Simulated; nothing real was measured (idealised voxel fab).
Title: Process Module voxel ribs on slabs
Cross-sectional view cut (width: 265 nm; square cell size: 5 nm).
A cross-section is written here as square cells arranged in a grid, and it is given in bands from the top down, each band taking up one or more rows of cells. Heads up on the band format: heights come first, top then bottom, in nm. After that it's the materials left to right, each with its width in nm. A single material flagged "all across" fills the whole band edge to edge, and "air" means there's empty space there. Ref level 0: as-received wafer is one material below here. Bottom band extends down with no lower bound ("z 0 and below"). A width given as "30..40" starts at the first number in the band's top row and ends at the second number in its bottom row, shifting by an equal amount at every step from row to row. "no modification" (step): cross-section cells unchanged, all of them. "Completely enclosed voids" lists enclosed empty spaces (at least 8 cells, no open path upward to the top), each as width x height at distance from the left edge, in nm. The remark found on a step's line after its settings is issued by the simulator itself and pertains to that step. Among the settings permitted on a step's line is "overlay nm"; applied to a step with a mask, it specifies the extent to which the mask lay to the right of its planned position, whereas a negative figure signifies a position to the left. Note: before/after cross-section pairs follow, one process step per pair, after-side truncated at the lowest changed band, step and settings given beneath. Different runs of this module on the same starting wafer may supply the pairs; a pair continues the one above only where the "Prior to step" entry says so.

PRIOR TO STEP
z 0 and below  Si all across
Completely enclosed voids: none

STEP OUTCOME
z 20 to 0  SiO2 all across
All layers under 0 are left as they were.
Completely enclosed voids: none
Connecting step for the cross-sections above: DIRECTIONAL_DEP, material SiO2, thk nm 20

Prior to step: unchanged from the after cross-section in the pair immediately above; refer to that figure.

STEP OUTCOME
z 40 to 20  polySi all across
All layers under 20 are left as they were.
Completely enclosed voids: none
Connecting step for the cross-sections above: DIRECTIONAL_DEP, material polySi, thk nm 20

Prior to step: unchanged from the after cross-section in the pair immediately above; refer to that figure.

STEP OUTCOME
z 55 to 40  air=115, resist=30, air=120
All layers under 40 are left as they were.
Completely enclosed voids: none
Connecting step for the cross-sections above: PATTERN, tone cover, mask id RIB, material resist, width nm 30, thk nm 15, overlay nm 0

Prior to step: unchanged from the after cross-section in the pair immediately above; refer to that figure.

STEP OUTCOME
z 55 to 40  air=115, resist=30, air=120
z 40 to 35  air=115, polySi=30, air=120
All layers under 35 are left as they were.
Completely enclosed voids: none
Connecting step for the cross-sections above: DIRECTIONAL_ETCH, etch materials polySi, depth nm 5

Prior to step: unchanged from the after cross-section in the pair immediately above; refer to that figure.

STEP OUTCOME
z 40 to 35  air=115, polySi=30, air=120
All layers under 35 are left as they were.
Completely enclosed voids: none
Connecting step for the cross-sections above: STRIP, etch materials resist

Prior to step: unchanged from the after cross-section in the pair immediately above; refer to that figure.

STEP OUTCOME
z 60 to 40  air=85, resist=90, air=90
z 40 to 35  air=85, resist=30, polySi=30, resist=30, air=90
All layers under 35 are left as they were.
Completely enclosed voids: none
Connecting step for the cross-sections above: PATTERN, tone cover, mask id SLAB, material resist, width nm 90, thk nm 20, overlay nm 0

Prior to step: unchanged from the after cross-section in the pair immediately above; refer to that figure.

STEP OUTCOME
z 60 to 40  air=85, resist=90, air=90
z 40 to 35  air=85, resist=30, polySi=30, resist=30, air=90
z 35 to 20  air=85, polySi=90, air=90
All layers under 20 are left as they were.
Completely enclosed voids: none
Connecting step for the cross-sections above: DIRECTIONAL_ETCH, etch materials polySi, depth nm 15

Prior to step: unchanged from the after cross-section in the pair immediately above; refer to that figure.

STEP OUTCOME
z 40 to 35  air=115, polySi=30, air=120
All layers under 35 are left as they were.
Completely enclosed voids: none
Connecting step for the cross-sections above: STRIP, etch materials resist

Prior to step: unchanged from the after cross-section in the pair immediately above; refer to that figure.

STEP OUTCOME
z 70 to 40  SiO2 all across
z 40 to 35  SiO2=115, polySi=30, SiO2=120
z 35 to 20  SiO2=85, polySi=90, SiO2=90
All layers under 20 are left as they were.
Completely enclosed voids: none
Connecting step for the cross-sections above: FILL_DEP, material SiO2, thk nm 30

Prior to step: unchanged from the after cross-section in the pair immediately above; refer to that figure.

STEP OUTCOME
z 60 to 40  SiO2 all across
All layers under 40 are left as they were.
Completely enclosed voids: none
Connecting step for the cross-sections above: CMP, height nm 60

Prior to step: unchanged from the after cross-section in the pair immediately above; refer to that figure.

STEP OUTCOME
z 70 to 60  TiN all across
All layers under 60 are left as they were.
Completely enclosed voids: none
Connecting step for the cross-sections above: DIRECTIONAL_DEP, material TiN, thk nm 10

Prior to step: unchanged from the after cross-section in the pair immediately above; refer to that figure.

STEP OUTCOME
z 85 to 70  air=110, resist=40, air=115
All layers under 70 are left as they were.
Completely enclosed voids: none
Connecting step for the cross-sections above: PATTERN, tone cover, mask id HEATER, material resist, width nm 40, thk nm 15, overlay nm 0

Prior to step: unchanged from the after cross-section in the pair immediately above; refer to that figure.

STEP OUTCOME
z 85 to 70  air=110, resist=40, air=115
z 70 to 60  air=110, TiN=40, air=115
All layers under 60 are left as they were.
Completely enclosed voids: none
Connecting step for the cross-sections above: DIRECTIONAL_ETCH, etch materials TiN, depth nm 10

Prior to step: unchanged from the after cross-section in the pair immediately above; refer to that figure.

STEP OUTCOME
z 70 to 60  air=110, TiN=40, air=115
All layers under 60 are left as they were.
Completely enclosed voids: none
Connecting step for the cross-sections above: STRIP, etch materials resist

Prior to step: unchanged from the after cross-section in the pair immediately above; refer to that figure.

STEP OUTCOME
z 75 to 70  air=105, SiN=50, air=110
z 70 to 65  air=105, SiN=5, TiN=40, SiN=5, air=110
z 65 to 60  SiN=110, TiN=40, SiN=115
All layers under 60 are left as they were.
Completely enclosed voids: none
Connecting step for the cross-sections above: CONFORMAL_DEP, material SiN, thk nm 5

PRIOR TO STEP
z 40 to 20  polySi all across
z 20 to 0  SiO2 all across
z 0 and below  Si all across
Completely enclosed voids: none

STEP OUTCOME
z 60 to 20  polySi all across
All layers under 20 are left as they were.
Completely enclosed voids: none
Connecting step for the cross-sections above: DIRECTIONAL_DEP, material polySi, thk nm 20

Prior to step: unchanged from the after cross-section in the pair immediately above; refer to that figure.

STEP OUTCOME
z 75 to 60  air=115, resist=30, air=120
All layers under 60 are left as they were.
Completely enclosed voids: none
Connecting step for the cross-sections above: PATTERN, tone cover, mask id RIB, material resist, width nm 30, thk nm 15, overlay nm 0

Prior to step: unchanged from the after cross-section in the pair immediately above; refer to that figure.

STEP OUTCOME
z 75 to 60  air=115, resist=30, air=120
z 60 to 55  air=115, polySi=30, air=120
All layers under 55 are left as they were.
Completely enclosed voids: none
Connecting step for the cross-sections above: DIRECTIONAL_ETCH, etch materials polySi, depth nm 5

Prior to step: unchanged from the after cross-section in the pair immediately above; refer to that figure.

STEP OUTCOME
z 60 to 55  air=115, polySi=30, air=120
All layers under 55 are left as they were.
Completely enclosed voids: none
Connecting step for the cross-sections above: STRIP, etch materials resist

Prior to step: unchanged from the after cross-section in the pair immediately above; refer to that figure.

STEP OUTCOME
z 80 to 60  air=85, resist=90, air=90
z 60 to 55  air=85, resist=30, polySi=30, resist=30, air=90
All layers under 55 are left as they were.
Completely enclosed voids: none
Connecting step for the cross-sections above: PATTERN, tone cover, mask id SLAB, material resist, width nm 90, thk nm 20, overlay nm 0

Prior to step: unchanged from the after cross-section in the pair immediately above; refer to that figure.

STEP OUTCOME
z 80 to 60  air=85, resist=90, air=90
z 60 to 55  air=85, resist=30, polySi=30, resist=30, air=90
z 55 to 40  air=85, polySi=90, air=90
All layers under 40 are left as they were.
Completely enclosed voids: none
Connecting step for the cross-sections above: DIRECTIONAL_ETCH, etch materials polySi, depth nm 15

Prior to step: unchanged from the after cross-section in the pair immediately above; refer to that figure.

STEP OUTCOME
z 60 to 55  air=115, polySi=30, air=120
All layers under 55 are left as they were.
Completely enclosed voids: none
Connecting step for the cross-sections above: STRIP, etch materials resist

Prior to step: unchanged from the after cross-section in the pair immediately above; refer to that figure.

STEP OUTCOME
z 90 to 60  SiO2 all across
z 60 to 55  SiO2=115, polySi=30, SiO2=120
z 55 to 40  SiO2=85, polySi=90, SiO2=90
All layers under 40 are left as they were.
Completely enclosed voids: none
Connecting step for the cross-sections above: FILL_DEP, material SiO2, thk nm 30

Prior to step: unchanged from the after cross-section in the pair immediately above; refer to that figure.

STEP OUTCOME
z 60 to 55  SiO2=115, polySi=30, SiO2=120
All layers under 55 are left as they were.
Completely enclosed voids: none
Connecting step for the cross-sections above: CMP, height nm 60

Prior to step: unchanged from the after cross-section in the pair immediately above; refer to that figure.

STEP OUTCOME
z 70 to 60  TiN all across
All layers under 60 are left as they were.
Completely enclosed voids: none
Connecting step for the cross-sections above: DIRECTIONAL_DEP, material TiN, thk nm 10

Prior to step: unchanged from the after cross-section in the pair immediately above; refer to that figure.

STEP OUTCOME
z 85 to 70  air=110, resist=40, air=115
All layers under 70 are left as they were.
Completely enclosed voids: none
Connecting step for the cross-sections above: PATTERN, tone cover, mask id HEATER, material resist, width nm 40, thk nm 15, overlay nm 0

Prior to step: unchanged from the after cross-section in the pair immediately above; refer to that figure.

STEP OUTCOME
z 85 to 70  air=110, resist=40, air=115
z 70 to 60  air=110, TiN=40, air=115
All layers under 60 are left as they were.
Completely enclosed voids: none
Connecting step for the cross-sections above: DIRECTIONAL_ETCH, etch materials TiN, depth nm 10

Prior to step: unchanged from the after cross-section in the pair immediately above; refer to that figure.

STEP OUTCOME
z 70 to 60  air=110, TiN=40, air=115
All layers under 60 are left as they were.
Completely enclosed voids: none
Connecting step for the cross-sections above: STRIP, etch materials resist

Prior to step: unchanged from the after cross-section in the pair immediately above; refer to that figure.

STEP OUTCOME
z 75 to 70  air=105, SiN=50, air=110
z 70 to 65  air=105, SiN=5, TiN=40, SiN=5, air=110
z 65 to 60  SiN=110, TiN=40, SiN=115
All layers under 60 are left as they were.
Completely enclosed voids: none
Connecting step for the cross-sections above: CONFORMAL_DEP, material SiN, thk nm 5

PRIOR TO STEP
z 0 and below  Si all across
Completely enclosed voids: none

STEP OUTCOME
z 20 to 0  polySi all across
All layers under 0 are left as they were.
Completely enclosed voids: none
Connecting step for the cross-sections above: DIRECTIONAL_DEP, material polySi, thk nm 20

Prior to step: unchanged from the after cross-section in the pair immediately above; refer to that figure.

STEP OUTCOME
z 40 to 20  SiO2 all across
All layers under 20 are left as they were.
Completely enclosed voids: none
Connecting step for the cross-sections above: DIRECTIONAL_DEP, material SiO2, thk nm 20

Prior to step: unchanged from the after cross-section in the pair immediately above; refer to that figure.

STEP OUTCOME
z 55 to 40  air=115, resist=30, air=120
All layers under 40 are left as they were.
Completely enclosed voids: none
Connecting step for the cross-sections above: PATTERN, tone cover, mask id RIB, material resist, width nm 30, thk nm 15, overlay nm 0

Prior to step: unchanged from the after cross-section in the pair immediately above; refer to that figure.

STEP OUTCOME
z 40 to 20  SiO2 all across
All layers under 20 are left as they were.
Completely enclosed voids: none
Connecting step for the cross-sections above: STRIP, etch materials resist

Prior to step: unchanged from the after cross-section in the pair immediately above; refer to that figure.

STEP OUTCOME
z 60 to 40  air=85, resist=90, air=90
All layers under 40 are left as they were.
Completely enclosed voids: none
Connecting step for the cross-sections above: PATTERN, tone cover, mask id SLAB, material resist, width nm 90, thk nm 20, overlay nm 0

Prior to step: unchanged from the after cross-section in the pair immediately above; refer to that figure.

STEP OUTCOME
z 40 to 20  SiO2 all across
All layers under 20 are left as they were.
Completely enclosed voids: none
Connecting step for the cross-sections above: STRIP, etch materials resist

Prior to step: unchanged from the after cross-section in the pair immediately above; refer to that figure.

STEP OUTCOME
z 70 to 20  SiO2 all across
All layers under 20 are left as they were.
Completely enclosed voids: none
Connecting step for the cross-sections above: FILL_DEP, material SiO2, thk nm 30

Prior to step: unchanged from the after cross-section in the pair immediately above; refer to that figure.

STEP OUTCOME
z 60 to 20  SiO2 all across
All layers under 20 are left as they were.
Completely enclosed voids: none
Connecting step for the cross-sections above: CMP, height nm 60

Prior to step: unchanged from the after cross-section in the pair immediately above; refer to that figure.

STEP OUTCOME
z 70 to 60  TiN all across
All layers under 60 are left as they were.
Completely enclosed voids: none
Connecting step for the cross-sections above: DIRECTIONAL_DEP, material TiN, thk nm 10

Prior to step: unchanged from the after cross-section in the pair immediately above; refer to that figure.

STEP OUTCOME
z 85 to 70  air=110, resist=40, air=115
All layers under 70 are left as they were.
Completely enclosed voids: none
Connecting step for the cross-sections above: PATTERN, tone cover, mask id HEATER, material resist, width nm 40, thk nm 15, overlay nm 0

Prior to step: unchanged from the after cross-section in the pair immediately above; refer to that figure.

STEP OUTCOME
z 85 to 70  air=110, resist=40, air=115
z 70 to 60  air=110, TiN=40, air=115
All layers under 60 are left as they were.
Completely enclosed voids: none
Connecting step for the cross-sections above: DIRECTIONAL_ETCH, etch materials TiN, depth nm 10

Prior to step: unchanged from the after cross-section in the pair immediately above; refer to that figure.

STEP OUTCOME
z 70 to 60  air=110, TiN=40, air=115
All layers under 60 are left as they were.
Completely enclosed voids: none
Connecting step for the cross-sections above: STRIP, etch materials resist

Prior to step: unchanged from the after cross-section in the pair immediately above; refer to that figure.

STEP OUTCOME
z 75 to 70  air=105, SiN=50, air=110
z 70 to 65  air=105, SiN=5, TiN=40, SiN=5, air=110
z 65 to 60  SiN=110, TiN=40, SiN=115
All layers under 60 are left as they were.
Completely enclosed voids: none
Connecting step for the cross-sections above: CONFORMAL_DEP, material SiN, thk nm 5

PRIOR TO STEP
z 0 and below  Si all across
Completely enclosed voids: none

STEP OUTCOME
z 30 to 0  SiO2 all across
All layers under 0 are left as they were.
Completely enclosed voids: none
Connecting step for the cross-sections above: DIRECTIONAL_DEP, material SiO2, thk nm 30

Prior to step: unchanged from the after cross-section in the pair immediately above; refer to that figure.

STEP OUTCOME
z 50 to 30  polySi all across
All layers under 30 are left as they were.
Completely enclosed voids: none
Connecting step for the cross-sections above: DIRECTIONAL_DEP, material polySi, thk nm 20

Prior to step: unchanged from the after cross-section in the pair immediately above; refer to that figure.

STEP OUTCOME
z 65 to 50  air=115, resist=30, air=120
All layers under 50 are left as they were.
Completely enclosed voids: none
Connecting step for the cross-sections above: PATTERN, tone cover, mask id RIB, material resist, width nm 30, thk nm 15, overlay nm 0

Prior to step: unchanged from the after cross-section in the pair immediately above; refer to that figure.

STEP OUTCOME
z 65 to 50  air=115, resist=30, air=120
z 50 to 45  air=115, polySi=30, air=120
All layers under 45 are left as they were.
Completely enclosed voids: none
Connecting step for the cross-sections above: DIRECTIONAL_ETCH, etch materials polySi, depth nm 5

Prior to step: unchanged from the after cross-section in the pair immediately above; refer to that figure.

STEP OUTCOME
z 50 to 45  air=115, polySi=30, air=120
All layers under 45 are left as they were.
Completely enclosed voids: none
Connecting step for the cross-sections above: STRIP, etch materials resist

Prior to step: unchanged from the after cross-section in the pair immediately above; refer to that figure.

STEP OUTCOME
z 70 to 50  air=85, resist=90, air=90
z 50 to 45  air=85, resist=30, polySi=30, resist=30, air=90
All layers under 45 are left as they were.
Completely enclosed voids: none
Connecting step for the cross-sections above: PATTERN, tone cover, mask id SLAB, material resist, width nm 90, thk nm 20, overlay nm 0

Prior to step: unchanged from the after cross-section in the pair immediately above; refer to that figure.

STEP OUTCOME
z 70 to 50  air=85, resist=90, air=90
z 50 to 45  air=85, resist=30, polySi=30, resist=30, air=90
z 45 to 30  air=85, polySi=90, air=90
All layers under 30 are left as they were.
Completely enclosed voids: none
Connecting step for the cross-sections above: DIRECTIONAL_ETCH, etch materials polySi, depth nm 15

Prior to step: unchanged from the after cross-section in the pair immediately above; refer to that figure.

STEP OUTCOME
z 50 to 45  air=115, polySi=30, air=120
All layers under 45 are left as they were.
Completely enclosed voids: none
Connecting step for the cross-sections above: STRIP, etch materials resist

Prior to step: unchanged from the after cross-section in the pair immediately above; refer to that figure.

STEP OUTCOME
z 80 to 50  SiO2 all across
z 50 to 45  SiO2=115, polySi=30, SiO2=120
z 45 to 30  SiO2=85, polySi=90, SiO2=90
All layers under 30 are left as they were.
Completely enclosed voids: none
Connecting step for the cross-sections above: FILL_DEP, material SiO2, thk nm 30

Prior to step: unchanged from the after cross-section in the pair immediately above; refer to that figure.

STEP OUTCOME
z 60 to 50  SiO2 all across
All layers under 50 are left as they were.
Completely enclosed voids: none
Connecting step for the cross-sections above: CMP, height nm 60

Prior to step: unchanged from the after cross-section in the pair immediately above; refer to that figure.

STEP OUTCOME
z 70 to 60  TiN all across
All layers under 60 are left as they were.
Completely enclosed voids: none
Connecting step for the cross-sections above: DIRECTIONAL_DEP, material TiN, thk nm 10

Prior to step: unchanged from the after cross-section in the pair immediately above; refer to that figure.

STEP OUTCOME
z 85 to 70  air=110, resist=40, air=115
All layers under 70 are left as they were.
Completely enclosed voids: none
Connecting step for the cross-sections above: PATTERN, tone cover, mask id HEATER, material resist, width nm 40, thk nm 15, overlay nm 0

Prior to step: unchanged from the after cross-section in the pair immediately above; refer to that figure.

STEP OUTCOME
z 85 to 70  air=110, resist=40, air=115
z 70 to 60  air=110, TiN=40, air=115
All layers under 60 are left as they were.
Completely enclosed voids: none
Connecting step for the cross-sections above: DIRECTIONAL_ETCH, etch materials TiN, depth nm 10

Prior to step: unchanged from the after cross-section in the pair immediately above; refer to that figure.

STEP OUTCOME
z 70 to 60  air=110, TiN=40, air=115
All layers under 60 are left as they were.
Completely enclosed voids: none
Connecting step for the cross-sections above: STRIP, etch materials resist

Prior to step: unchanged from the after cross-section in the pair immediately above; refer to that figure.

STEP OUTCOME
z 75 to 70  air=105, SiN=50, air=110
z 70 to 65  air=105, SiN=5, TiN=40, SiN=5, air=110
z 65 to 60  SiN=110, TiN=40, SiN=115
All layers under 60 are left as they were.
Completely enclosed voids: none
Connecting step for the cross-sections above: CONFORMAL_DEP, material SiN, thk nm 5

PRIOR TO STEP
z 70 to 60  TiN all across
z 60 to 40  SiO2 all across
z 40 to 35  SiO2=115, polySi=30, SiO2=120
z 35 to 20  SiO2=85, polySi=90, SiO2=90
z 20 to 0  SiO2 all across
z 0 and below  Si all across
Completely enclosed voids: none

STEP OUTCOME
z 85 to 70  air=105, resist=50, air=110
All layers under 70 are left as they were.
Completely enclosed voids: none
Connecting step for the cross-sections above: PATTERN, tone cover, mask id HEATER, material resist, width nm 50, thk nm 15, overlay nm 0

Prior to step: unchanged from the after cross-section in the pair immediately above; refer to that figure.

STEP OUTCOME
z 85 to 70  air=105, resist=50, air=110
z 70 to 60  air=105, TiN=50, air=110
All layers under 60 are left as they were.
Completely enclosed voids: none
Connecting step for the cross-sections above: DIRECTIONAL_ETCH, etch materials TiN, depth nm 10

Prior to step: unchanged from the after cross-section in the pair immediately above; refer to that figure.

STEP OUTCOME
z 70 to 60  air=105, TiN=50, air=110
All layers under 60 are left as they were.
Completely enclosed voids: none
Connecting step for the cross-sections above: STRIP, etch materials resist

Prior to step: unchanged from the after cross-section in the pair immediately above; refer to that figure.

STEP OUTCOME
z 75 to 70  air=100, SiN=60, air=105
z 70 to 65  air=100, SiN=5, TiN=50, SiN=5, air=105
z 65 to 60  SiN=105, TiN=50, SiN=110
All layers under 60 are left as they were.
Completely enclosed voids: none
Connecting step for the cross-sections above: CONFORMAL_DEP, material SiN, thk nm 5

PRIOR TO STEP
z 40 to 20  polySi all across
z 20 to 0  SiO2 all across
z 0 and below  Si all across
Completely enclosed voids: none

STEP OUTCOME
z 55 to 40  air=105, resist=30, air=130
All layers under 40 are left as they were.
Completely enclosed voids: none
Connecting step for the cross-sections above: PATTERN, tone cover, mask id RIB, material resist, width nm 30, thk nm 15, overlay nm -10

Prior to step: unchanged from the after cross-section in the pair immediately above; refer to that figure.

STEP OUTCOME
z 55 to 40  air=105, resist=30, air=130
z 40 to 35  air=105, polySi=30, air=130
All layers under 35 are left as they were.
Completely enclosed voids: none
Connecting step for the cross-sections above: DIRECTIONAL_ETCH, etch materials polySi, depth nm 5

Prior to step: unchanged from the after cross-section in the pair immediately above; refer to that figure.

STEP OUTCOME
z 40 to 35  air=105, polySi=30, air=130
All layers under 35 are left as they were.
Completely enclosed voids: none
Connecting step for the cross-sections above: STRIP, etch materials resist

Prior to step: unchanged from the after cross-section in the pair immediately above; refer to that figure.

STEP OUTCOME
z 60 to 40  air=85, resist=90, air=90
z 40 to 35  air=85, resist=20, polySi=30, resist=40, air=90
All layers under 35 are left as they were.
Completely enclosed voids: none
Connecting step for the cross-sections above: PATTERN, tone cover, mask id SLAB, material resist, width nm 90, thk nm 20, overlay nm 0

Prior to step: unchanged from the after cross-section in the pair immediately above; refer to that figure.

STEP OUTCOME
z 60 to 40  air=85, resist=90, air=90
z 40 to 35  air=85, resist=20, polySi=30, resist=40, air=90
z 35 to 20  air=85, polySi=90, air=90
All layers under 20 are left as they were.
Completely enclosed voids: none
Connecting step for the cross-sections above: DIRECTIONAL_ETCH, etch materials polySi, depth nm 15

Prior to step: unchanged from the after cross-section in the pair immediately above; refer to that figure.

STEP OUTCOME
z 40 to 35  air=105, polySi=30, air=130
All layers under 35 are left as they were.
Completely enclosed voids: none
Connecting step for the cross-sections above: STRIP, etch materials resist

Prior to step: unchanged from the after cross-section in the pair immediately above; refer to that figure.

STEP OUTCOME
z 70 to 40  SiO2 all across
z 40 to 35  SiO2=105, polySi=30, SiO2=130
z 35 to 20  SiO2=85, polySi=90, SiO2=90
All layers under 20 are left as they were.
Completely enclosed voids: none
Connecting step for the cross-sections above: FILL_DEP, material SiO2, thk nm 30

Prior to step: unchanged from the after cross-section in the pair immediately above; refer to that figure.

STEP OUTCOME
z 60 to 40  SiO2 all across
All layers under 40 are left as they were.
Completely enclosed voids: none
Connecting step for the cross-sections above: CMP, height nm 60

Prior to step: unchanged from the after cross-section in the pair immediately above; refer to that figure.

STEP OUTCOME
z 70 to 60  TiN all across
All layers under 60 are left as they were.
Completely enclosed voids: none
Connecting step for the cross-sections above: DIRECTIONAL_DEP, material TiN, thk nm 10

Prior to step: unchanged from the after cross-section in the pair immediately above; refer to that figure.

STEP OUTCOME
z 85 to 70  air=110, resist=40, air=115
All layers under 70 are left as they were.
Completely enclosed voids: none
Connecting step for the cross-sections above: PATTERN, tone cover, mask id HEATER, material resist, width nm 40, thk nm 15, overlay nm 0

Prior to step: unchanged from the after cross-section in the pair immediately above; refer to that figure.

STEP OUTCOME
z 85 to 70  air=110, resist=40, air=115
z 70 to 60  air=110, TiN=40, air=115
All layers under 60 are left as they were.
Completely enclosed voids: none
Connecting step for the cross-sections above: DIRECTIONAL_ETCH, etch materials TiN, depth nm 10

Prior to step: unchanged from the after cross-section in the pair immediately above; refer to that figure.

STEP OUTCOME
z 70 to 60  air=110, TiN=40, air=115
All layers under 60 are left as they were.
Completely enclosed voids: none
Connecting step for the cross-sections above: STRIP, etch materials resist

Prior to step: unchanged from the after cross-section in the pair immediately above; refer to that figure.

STEP OUTCOME
z 75 to 70  air=105, SiN=50, air=110
z 70 to 65  air=105, SiN=5, TiN=40, SiN=5, air=110
z 65 to 60  SiN=110, TiN=40, SiN=115
All layers under 60 are left as they were.
Completely enclosed voids: none
Connecting step for the cross-sections above: CONFORMAL_DEP, material SiN, thk nm 5

PRIOR TO STEP
z 20 to 0  SiO2 all across
z 0 and below  Si all across
Completely enclosed voids: none

STEP OUTCOME
z 40 to 0  SiO2 all across
All layers under 0 are left as they were.
Completely enclosed voids: none
Connecting step for the cross-sections above: DIRECTIONAL_DEP, material SiO2, thk nm 20

Prior to step: unchanged from the after cross-section in the pair immediately above; refer to that figure.

STEP OUTCOME
z 55 to 40  air=115, resist=30, air=120
All layers under 40 are left as they were.
Completely enclosed voids: none
Connecting step for the cross-sections above: PATTERN, tone cover, mask id RIB, material resist, width nm 30, thk nm 15, overlay nm 0

Prior to step: unchanged from the after cross-section in the pair immediately above; refer to that figure.

STEP OUTCOME
z 40 to 0  SiO2 all across
All layers under 0 are left as they were.
Completely enclosed voids: none
Connecting step for the cross-sections above: STRIP, etch materials resist

Prior to step: unchanged from the after cross-section in the pair immediately above; refer to that figure.

STEP OUTCOME
z 60 to 40  air=85, resist=90, air=90
All layers under 40 are left as they were.
Completely enclosed voids: none
Connecting step for the cross-sections above: PATTERN, tone cover, mask id SLAB, material resist, width nm 90, thk nm 20, overlay nm 0

Prior to step: unchanged from the after cross-section in the pair immediately above; refer to that figure.

STEP OUTCOME
z 40 to 0  SiO2 all across
All layers under 0 are left as they were.
Completely enclosed voids: none
Connecting step for the cross-sections above: STRIP, etch materials resist

Prior to step: unchanged from the after cross-section in the pair immediately above; refer to that figure.

STEP OUTCOME
z 70 to 0  SiO2 all across
All layers under 0 are left as they were.
Completely enclosed voids: none
Connecting step for the cross-sections above: FILL_DEP, material SiO2, thk nm 30

Prior to step: unchanged from the after cross-section in the pair immediately above; refer to that figure.

STEP OUTCOME
z 60 to 0  SiO2 all across
All layers under 0 are left as they were.
Completely enclosed voids: none
Connecting step for the cross-sections above: CMP, height nm 60

Prior to step: unchanged from the after cross-section in the pair immediately above; refer to that figure.

STEP OUTCOME
z 70 to 60  TiN all across
All layers under 60 are left as they were.
Completely enclosed voids: none
Connecting step for the cross-sections above: DIRECTIONAL_DEP, material TiN, thk nm 10

Prior to step: unchanged from the after cross-section in the pair immediately above; refer to that figure.

STEP OUTCOME
z 85 to 70  air=110, resist=40, air=115
All layers under 70 are left as they were.
Completely enclosed voids: none
Connecting step for the cross-sections above: PATTERN, tone cover, mask id HEATER, material resist, width nm 40, thk nm 15, overlay nm 0

Prior to step: unchanged from the after cross-section in the pair immediately above; refer to that figure.

STEP OUTCOME
z 85 to 70  air=110, resist=40, air=115
z 70 to 60  air=110, TiN=40, air=115
All layers under 60 are left as they were.
Completely enclosed voids: none
Connecting step for the cross-sections above: DIRECTIONAL_ETCH, etch materials TiN, depth nm 10

Prior to step: unchanged from the after cross-section in the pair immediately above; refer to that figure.

STEP OUTCOME
z 70 to 60  air=110, TiN=40, air=115
All layers under 60 are left as they were.
Completely enclosed voids: none
Connecting step for the cross-sections above: STRIP, etch materials resist

Prior to step: unchanged from the after cross-section in the pair immediately above; refer to that figure.

STEP OUTCOME
z 75 to 70  air=105, SiN=50, air=110
z 70 to 65  air=105, SiN=5, TiN=40, SiN=5, air=110
z 65 to 60  SiN=110, TiN=40, SiN=115
All layers under 60 are left as they were.
Completely enclosed voids: none
Connecting step for the cross-sections above: CONFORMAL_DEP, material SiN, thk nm 5

PRIOR TO STEP
z 70 to 60  TiN all across
z 60 to 40  SiO2 all across
z 40 to 35  SiO2=115, polySi=30, SiO2=120
z 35 to 20  SiO2=85, polySi=90, SiO2=90
z 20 to 0  SiO2 all across
z 0 and below  Si all across
Completely enclosed voids: none

STEP OUTCOME
z 85 to 70  resist=110, air=40, resist=115
All layers under 70 are left as they were.
Completely enclosed voids: none
Connecting step for the cross-sections above: PATTERN, tone open, mask id HEATER, material resist, width nm 40, thk nm 15, overlay nm 0

Prior to step: unchanged from the after cross-section in the pair immediately above; refer to that figure.

STEP OUTCOME
z 85 to 70  resist=110, air=40, resist=115
z 70 to 60  TiN=110, air=40, TiN=115
All layers under 60 are left as they were.
Completely enclosed voids: none
Connecting step for the cross-sections above: DIRECTIONAL_ETCH, etch materials TiN, depth nm 10

Prior to step: unchanged from the after cross-section in the pair immediately above; refer to that figure.

STEP OUTCOME
z 70 to 60  TiN=110, air=40, TiN=115
All layers under 60 are left as they were.
Completely enclosed voids: none
Connecting step for the cross-sections above: STRIP, etch materials resist

Prior to step: unchanged from the after cross-section in the pair immediately above; refer to that figure.

STEP OUTCOME
z 75 to 70  SiN=115, air=30, SiN=120
z 70 to 65  TiN=110, SiN=5, air=30, SiN=5, TiN=115
z 65 to 60  TiN=110, SiN=40, TiN=115
All layers under 60 are left as they were.
Completely enclosed voids: none
Connecting step for the cross-sections above: CONFORMAL_DEP, material SiN, thk nm 5
